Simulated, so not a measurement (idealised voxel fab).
Process module in this document: voxel fin reveal
It is cross-section cut that appears here, measuring 150 nm in width, its square cells being 5 nm in size.
A cross-section in this document is a grid of square cells, and it is written down as bands, the top band listed before the ones below it; a band is made up of one or more rows of cells.
Top height, bottom height, nm. Materials left to right, width each, nm. Single material + "full width" = fills band edge to edge. "blank" = empty.
Below 0: as-received wafer, all one material; heights counted from there. Lowest band: no bottom, goes on down, written "0 down".
Top row gets the first number, bottom row gets the second, and each row in between changes by the same step: that is how a band width like "30 to 40" works.
No cell of the cross-section changed in a step that is given as "no change occurred".
Empty spaces without an open route to the top, at least 8 cells in extent, make up the entry "Sealed internal voids"; each is given as width x height at distance, where the distance is measured from the left edge, and all are in nm.
Step line, after settings: the simulator's comment on this step.
overlay nm: mask right of planned place by this much (step with mask). Neg. = left.
Reading guide: pairs of cross-sections, before and after one process step; after view cut off at lowest changed band; step and settings listed under each pair. Pairs may stem from different runs of this module on the same starting wafer; continuity with the pair above only where the "Pre-step view" entry states it.
## Pre-step view
    0 down | Si full width
    Sealed internal voids: none
## Cross-Section Thereafter
    10 to 0 | SiN full width
    Everything below 0 is unchanged.
    Sealed internal voids: none
Between the two cross-sections above, the process step reads CONFORMAL_DEP [material SiN] [thk nm 10]
Pre-step view: unchanged from the after cross-section in the pair immediately above; refer to that figure.
## Cross-Section Thereafter
    10 to 0 | blank=45 | SiN=15 | blank=30 | SiN=15 | blank=45
    Everything below 0 is unchanged.
    Sealed internal voids: none
Between the two cross-sections above, the process step reads MASKED_ETCH [tone cover] [mask id FINS] [width nm 15] [pitch nm 45] [etch materials SiN] [depth nm 10] [overlay nm 0]
Pre-step view: unchanged from the after cross-section in the pair immediately above; refer to that figure.
## Cross-Section Thereafter
    10 to 0 | blank=45 | SiN=15 | blank=30 | SiN=15 | blank=45
    0 to -30 | blank=45 | Si=15 | blank=30 | Si=15 | blank=45
    Everything below -30 is unchanged.
    Sealed internal voids: none
Between the two cross-sections above, the process step reads MASKED_ETCH [tone cover] [mask id FINS] [width nm 15] [pitch nm 45] [etch materials Si] [depth nm 30] [overlay nm 0]
Pre-step view: unchanged from the after cross-section in the pair immediately above; refer to that figure.
## Cross-Section Thereafter
    10 to 0 | blank=45 | SiN=15 | blank=30 | SiN=15 | blank=45
    0 to -30 | blank=45 | SiO2=5 | Si=5 | SiO2=5 | blank=30 | SiO2=5 | Si=5 | SiO2=5 | blank=45
    -30 to -35 | SiO2=50 | Si=5 | SiO2=40 | Si=5 | SiO2=50
    Everything below -35 is unchanged.
    Sealed internal voids: none
Between the two cross-sections above, the process step reads OXIDIZE [depth nm 5]
Pre-step view: unchanged from the after cross-section in the pair immediately above; refer to that figure.
## Cross-Section Thereafter
    15 to 10 | SiO2 full width
    10 to 0 | SiO2=45 | SiN=15 | SiO2=30 | SiN=15 | SiO2=45
    0 to -35 | SiO2=50 | Si=5 | SiO2=40 | Si=5 | SiO2=50
    Everything below -35 is unchanged.
    Sealed internal voids: none
Between the two cross-sections above, the process step reads FILL_DEP [material SiO2] [thk nm 5]
Pre-step view: unchanged from the after cross-section in the pair immediately above; refer to that figure.
## Cross-Section Thereafter
    10 to 0 | SiO2=45 | SiN=15 | SiO2=30 | SiN=15 | SiO2=45
    Everything below 0 is unchanged.
    Sealed internal voids: none
Between the two cross-sections above, the process step reads CMP [height nm 10]
Pre-step view: unchanged from the after cross-section in the pair immediately above; refer to that figure.
## Cross-Section Thereafter
    10 to 0 | blank=45 | SiN=15 | blank=30 | SiN=15 | blank=45
    0 to -20 | blank=50 | Si=5 | blank=40 | Si=5 | blank=50
    Everything below -20 is unchanged.
    Sealed internal voids: none
Between the two cross-sections above, the process step reads SELECTIVE_ETCH [etch materials SiO2] [depth nm 30]
Pre-step view: unchanged from the after cross-section in the pair immediately above; refer to that figure.
## Cross-Section Thereafter
    0 to -20 | blank=50 | Si=5 | blank=40 | Si=5 | blank=50
    Everything below -20 is unchanged.
    Sealed internal voids: none
Between the two cross-sections above, the process step reads STRIP [etch materials SiN]
## Pre-step view
    10 to 0 | blank=45 | SiN=15 | blank=30 | SiN=15 | blank=45
    0 to -20 | blank=50 | Si=5 | blank=40 | Si=5 | blank=50
    -20 to -35 | SiO2=50 | Si=5 | SiO2=40 | Si=5 | SiO2=50
    -35 down | Si full width
    Sealed internal voids: none
## Cross-Section Thereafter
    10 to 0 | blank=45 | SiN=15 | blank=30 | SiN=15 | blank=45
    0 to -35 | blank=50 | Si=5 | blank=40 | Si=5 | blank=50
    Everything below -35 is unchanged.
    Sealed internal voids: none
Between the two cross-sections above, the process step reads SELECTIVE_ETCH [etch materials SiO2] [depth nm 30]
Pre-step view: unchanged from the after cross-section in the pair immediately above; refer to that figure.
## Cross-Section Thereafter
    0 to -35 | blank=50 | Si=5 | blank=40 | Si=5 | blank=50
    Everything below -35 is unchanged.
    Sealed internal voids: none
Between the two cross-sections above, the process step reads STRIP [etch materials SiN]
## Pre-step view
    10 to 0 | SiO2=45 | SiN=15 | SiO2=30 | SiN=15 | SiO2=45
    0 to -35 | SiO2=50 | Si=5 | SiO2=40 | Si=5 | SiO2=50
    -35 down | Si full width
    Sealed internal voids: none
## Cross-Section Thereafter
    10 to 0 | SiO2=45 | blank=15 | SiO2=30 | blank=15 | SiO2=45
    Everything below 0 is unchanged.
    Sealed internal voids: none
Between the two cross-sections above, the process step reads STRIP [etch materials SiN]
Pre-step view: unchanged from the after cross-section in the pair immediately above; refer to that figure.
## Cross-Section Thereafter
    0 to -20 | blank=50 | Si=5 | blank=40 | Si=5 | blank=50
    -20 to -30 | SiO2=15 | blank=35 | Si=5 | blank=40 | Si=5 | blank=35 | SiO2=15
    Everything below -30 is unchanged.
    Sealed internal voids: none
Between the two cross-sections above, the process step reads SELECTIVE_ETCH [etch materials SiO2] [depth nm 30]
## Pre-step view
    10 to 0 | blank=45 | SiN=15 | blank=30 | SiN=15 | blank=45
    0 down | Si full width
    Sealed internal voids: none
## Cross-Section Thereafter
    10 to 0 | blank=45 | SiN=15 | blank=30 | SiN=15 | blank=45
    0 to -20 | blank=45 | Si=15 | blank=30 | Si=15 | blank=45
    Everything below -20 is unchanged.
    Sealed internal voids: none
Between the two cross-sections above, the process step reads MASKED_ETCH [tone cover] [mask id FINS] [width nm 15] [pitch nm 45] [etch materials Si] [depth nm 20] [overlay nm 0]
Pre-step view: unchanged from the after cross-section in the pair immediately above; refer to that figure.
## Cross-Section Thereafter
    10 to 0 | blank=45 | SiN=15 | blank=30 | SiN=15 | blank=45
    0 to -20 | blank=45 | SiO2=5 | Si=5 | SiO2=5 | blank=30 | SiO2=5 | Si=5 | SiO2=5 | blank=45
    -20 to -25 | SiO2=50 | Si=5 | SiO2=40 | Si=5 | SiO2=50
    Everything below -25 is unchanged.
    Sealed internal voids: none
Between the two cross-sections above, the process step reads OXIDIZE [depth nm 5]
Pre-step view: unchanged from the after cross-section in the pair immediately above; refer to that figure.
## Cross-Section Thereafter
    15 to 10 | SiO2 full width
    10 to 0 | SiO2=45 | SiN=15 | SiO2=30 | SiN=15 | SiO2=45
    0 to -25 | SiO2=50 | Si=5 | SiO2=40 | Si=5 | SiO2=50
    Everything below -25 is unchanged.
    Sealed internal voids: none
Between the two cross-sections above, the process step reads FILL_DEP [material SiO2] [thk nm 5]
Pre-step view: unchanged from the after cross-section in the pair immediately above; refer to that figure.
## Cross-Section Thereafter
    10 to 0 | SiO2=45 | SiN=15 | SiO2=30 | SiN=15 | SiO2=45
    Everything below 0 is unchanged.
    Sealed internal voids: none
Between the two cross-sections above, the process step reads CMP [height nm 10]
Pre-step view: unchanged from the after cross-section in the pair immediately above; refer to that figure.
## Cross-Section Thereafter
    10 to 0 | blank=45 | SiN=15 | blank=30 | SiN=15 | blank=45
    0 to -20 | blank=50 | Si=5 | blank=40 | Si=5 | blank=50
    Everything below -20 is unchanged.
    Sealed internal voids: none
Between the two cross-sections above, the process step reads SELECTIVE_ETCH [etch materials SiO2] [depth nm 30]
Pre-step view: unchanged from the after cross-section in the pair immediately above; refer to that figure.
## Cross-Section Thereafter
    0 to -20 | blank=50 | Si=5 | blank=40 | Si=5 | blank=50
    Everything below -20 is unchanged.
    Sealed internal voids: none
Between the two cross-sections above, the process step reads STRIP [etch materials SiN]
## Pre-step view
    10 to 0 | blank=45 | SiN=15 | blank=30 | SiN=15 | blank=45
    0 down | Si full width
    Sealed internal voids: none
## Cross-Section Thereafter
    10 to 0 | blank=45 | SiN=15 | blank=30 | SiN=15 | blank=45
    0 to -30 | blank=40 | Si=25 | blank=20 | Si=25 | blank=40
    Everything below -30 is unchanged.
    Sealed internal voids: none
Between the two cross-sections above, the process step reads MASKED_ETCH [tone cover] [mask id FINS] [width nm 25] [pitch nm 45] [etch materials Si] [depth nm 30] [overlay nm 0]
Pre-step view: unchanged from the after cross-section in the pair immediately above; refer to that figure.
## Cross-Section Thereafter
    10 to 0 | blank=45 | SiN=15 | blank=30 | SiN=15 | blank=45
    0 to -5 | blank=40 | SiO2=10 | Si=5 | SiO2=10 | blank=20 | SiO2=10 | Si=5 | SiO2=10 | blank=40
    -5 to -30 | blank=40 | SiO2=5 | Si=15 | SiO2=5 | blank=20 | SiO2=5 | Si=15 | SiO2=5 | blank=40
    -30 to -35 | SiO2=45 | Si=15 | SiO2=30 | Si=15 | SiO2=45
    Everything below -35 is unchanged.
    Sealed internal voids: none
Between the two cross-sections above, the process step reads OXIDIZE [depth nm 5]
Pre-step view: unchanged from the after cross-section in the pair immediately above; refer to that figure.
## Cross-Section Thereafter
    15 to 10 | SiO2 full width
    10 to 0 | SiO2=45 | SiN=15 | SiO2=30 | SiN=15 | SiO2=45
    0 to -5 | SiO2=50 | Si=5 | SiO2=40 | Si=5 | SiO2=50
    -5 to -35 | SiO2=45 | Si=15 | SiO2=30 | Si=15 | SiO2=45
    Everything below -35 is unchanged.
    Sealed internal voids: none
Between the two cross-sections above, the process step reads FILL_DEP [material SiO2] [thk nm 5]
Pre-step view: unchanged from the after cross-section in the pair immediately above; refer to that figure.
## Cross-Section Thereafter
    10 to 0 | SiO2=45 | SiN=15 | SiO2=30 | SiN=15 | SiO2=45
    Everything below 0 is unchanged.
    Sealed internal voids: none
Between the two cross-sections above, the process step reads CMP [height nm 10]
Pre-step view: unchanged from the after cross-section in the pair immediately above; refer to that figure.
## Cross-Section Thereafter
    10 to 0 | blank=45 | SiN=15 | blank=30 | SiN=15 | blank=45
    0 to -5 | blank=50 | Si=5 | blank=40 | Si=5 | blank=50
    -5 to -20 | blank=45 | Si=15 | blank=30 | Si=15 | blank=45
    Everything below -20 is unchanged.
    Sealed internal voids: none
Between the two cross-sections above, the process step reads SELECTIVE_ETCH [etch materials SiO2] [depth nm 30]
Pre-step view: unchanged from the after cross-section in the pair immediately above; refer to that figure.
## Cross-Section Thereafter
    0 to -5 | blank=50 | Si=5 | blank=40 | Si=5 | blank=50
    Everything below -5 is unchanged.
    Sealed internal voids: none
Between the two cross-sections above, the process step reads STRIP [etch materials SiN]
## Pre-step view
    10 to 0 | SiN full width
    0 down | Si full width
    Sealed internal voids: none
## Cross-Section Thereafter
    10 to 0 | blank=55 | SiN=15 | blank=30 | SiN=15 | blank=35
    Everything below 0 is unchanged.
    Sealed internal voids: none
Between the two cross-sections above, the process step reads MASKED_ETCH [tone cover] [mask id FINS] [width nm 15] [pitch nm 45] [etch materials SiN] [depth nm 10] [overlay nm 10]
Pre-step view: unchanged from the after cross-section in the pair immediately above; refer to that figure.
## Cross-Section Thereafter
    10 to 0 | blank=55 | SiN=15 | blank=30 | SiN=15 | blank=35
    0 to -30 | blank=45 | Si=25 | blank=20 | Si=25 | blank=35
    Everything below -30 is unchanged.
    Sealed internal voids: none
Between the two cross-sections above, the process step reads MASKED_ETCH [tone cover] [mask id FINS] [width nm 15] [pitch nm 45] [etch materials Si] [depth nm 30] [overlay nm 0]
Pre-step view: unchanged from the after cross-section in the pair immediately above; refer to that figure.
## Cross-Section Thereafter
    10 to 0 | blank=55 | SiN=15 | blank=30 | SiN=15 | blank=35
    0 to -5 | blank=45 | SiO2=15 | Si=5 | SiO2=5 | blank=20 | SiO2=15 | Si=5 | SiO2=5 | blank=35
    -5 to -30 | blank=45 | SiO2=5 | Si=15 | SiO2=5 | blank=20 | SiO2=5 | Si=15 | SiO2=5 | blank=35
    -30 to -35 | SiO2=50 | Si=15 | SiO2=30 | Si=15 | SiO2=40
    Everything below -35 is unchanged.
    Sealed internal voids: none
Between the two cross-sections above, the process step reads OXIDIZE [depth nm 5]
Pre-step view: unchanged from the after cross-section in the pair immediately above; refer to that figure.
## Cross-Section Thereafter
    15 to 10 | SiO2 full width
    10 to 0 | SiO2=55 | SiN=15 | SiO2=30 | SiN=15 | SiO2=35
    0 to -5 | SiO2=60 | Si=5 | SiO2=40 | Si=5 | SiO2=40
    -5 to -35 | SiO2=50 | Si=15 | SiO2=30 | Si=15 | SiO2=40
    Everything below -35 is unchanged.
    Sealed internal voids: none
Between the two cross-sections above, the process step reads FILL_DEP [material SiO2] [thk nm 5]
Pre-step view: unchanged from the after cross-section in the pair immediately above; refer to that figure.
## Cross-Section Thereafter
    10 to 0 | SiO2=55 | SiN=15 | SiO2=30 | SiN=15 | SiO2=35
    Everything below 0 is unchanged.
    Sealed internal voids: none
Between the two cross-sections above, the process step reads CMP [height nm 10]
Pre-step view: unchanged from the after cross-section in the pair immediately above; refer to that figure.
## Cross-Section Thereafter
    10 to 0 | blank=55 | SiN=15 | blank=30 | SiN=15 | blank=35
    0 to -5 | blank=60 | Si=5 | blank=40 | Si=5 | blank=40
    -5 to -20 | blank=50 | Si=15 | blank=30 | Si=15 | blank=40
    Everything below -20 is unchanged.
    Sealed internal voids: none
Between the two cross-sections above, the process step reads SELECTIVE_ETCH [etch materials SiO2] [depth nm 30]
Pre-step view: unchanged from the after cross-section in the pair immediately above; refer to that figure.
## Cross-Section Thereafter
    0 to -5 | blank=60 | Si=5 | blank=40 | Si=5 | blank=40
    Everything below -5 is unchanged.
    Sealed internal voids: none
Between the two cross-sections above, the process step reads STRIP [etch materials SiN]
## Pre-step view
    10 to 0 | blank=45 | SiN=15 | blank=30 | SiN=15 | blank=45
    0 to -20 | blank=50 | Si=5 | blank=40 | Si=5 | blank=50
    -20 to -35 | SiO2=50 | Si=5 | SiO2=40 | Si=5 | SiO2=50
    -35 down | Si full width
    Sealed internal voids: none
## Cross-Section Thereafter
    10 to 0 | blank=45 | SiN=15 | blank=30 | SiN=15 | blank=45
    0 to -35 | blank=50 | Si=5 | blank=40 | Si=5 | blank=50
    Everything below -35 is unchanged.
    Sealed internal voids: none
Between the two cross-sections above, the process step reads STRIP [etch materials SiO2]
## Pre-step view
    10 to 0 | SiN full width
    0 down | Si full width
    Sealed internal voids: none
## Cross-Section Thereafter
    10 to 0 | SiN=45 | blank=15 | SiN=30 | blank=15 | SiN=45
    Everything below 0 is unchanged.
    Sealed internal voids: none
Between the two cross-sections above, the process step reads MASKED_ETCH [tone open] [mask id FINS] [width nm 15] [pitch nm 45] [etch materials SiN] [depth nm 10] [overlay nm 0]
Pre-step view: unchanged from the after cross-section in the pair immediately above; refer to that figure.
## Cross-Section Thereafter
    10 to 0 | SiN=45 | blank=15 | SiN=30 | blank=15 | SiN=45
    0 to -5 | Si=40 | SiO2=25 | Si=20 | SiO2=25 | Si=40
    Everything below -5 is unchanged.
    Sealed internal voids: none
Between the two cross-sections above, the process step reads OXIDIZE [depth nm 5]
Pre-step view: unchanged from the after cross-section in the pair immediately above; refer to that figure.
## Cross-Section Thereafter
    15 to 10 | SiO2 full width
    10 to 0 | SiN=45 | SiO2=15 | SiN=30 | SiO2=15 | SiN=45
    Everything below 0 is unchanged.
    Sealed internal voids: none
Between the two cross-sections above, the process step reads FILL_DEP [material SiO2] [thk nm 5]
Pre-step view: unchanged from the after cross-section in the pair immediately above; refer to that figure.
## Cross-Section Thereafter
    10 to 0 | SiN=45 | SiO2=15 | SiN=30 | SiO2=15 | SiN=45
    Everything below 0 is unchanged.
    Sealed internal voids: none
Between the two cross-sections above, the process step reads CMP [height nm 10]
Pre-step view: unchanged from the after cross-section in the pair immediately above; refer to that figure.
## Cross-Section Thereafter
    10 to 0 | SiN=45 | blank=15 | SiN=30 | blank=15 | SiN=45
    0 to -5 | Si=40 | blank=25 | Si=20 | blank=25 | Si=40
    Everything below -5 is unchanged.
    Sealed internal voids: none
Between the two cross-sections above, the process step reads SELECTIVE_ETCH [etch materials SiO2] [depth nm 30]
Pre-step view: unchanged from the after cross-section in the pair immediately above; refer to that figure.
## Cross-Section Thereafter
    0 to -5 | Si=40 | blank=25 | Si=20 | blank=25 | Si=40
    Everything below -5 is unchanged.
    Sealed internal voids: none
Between the two cross-sections above, the process step reads STRIP [etch materials SiN]
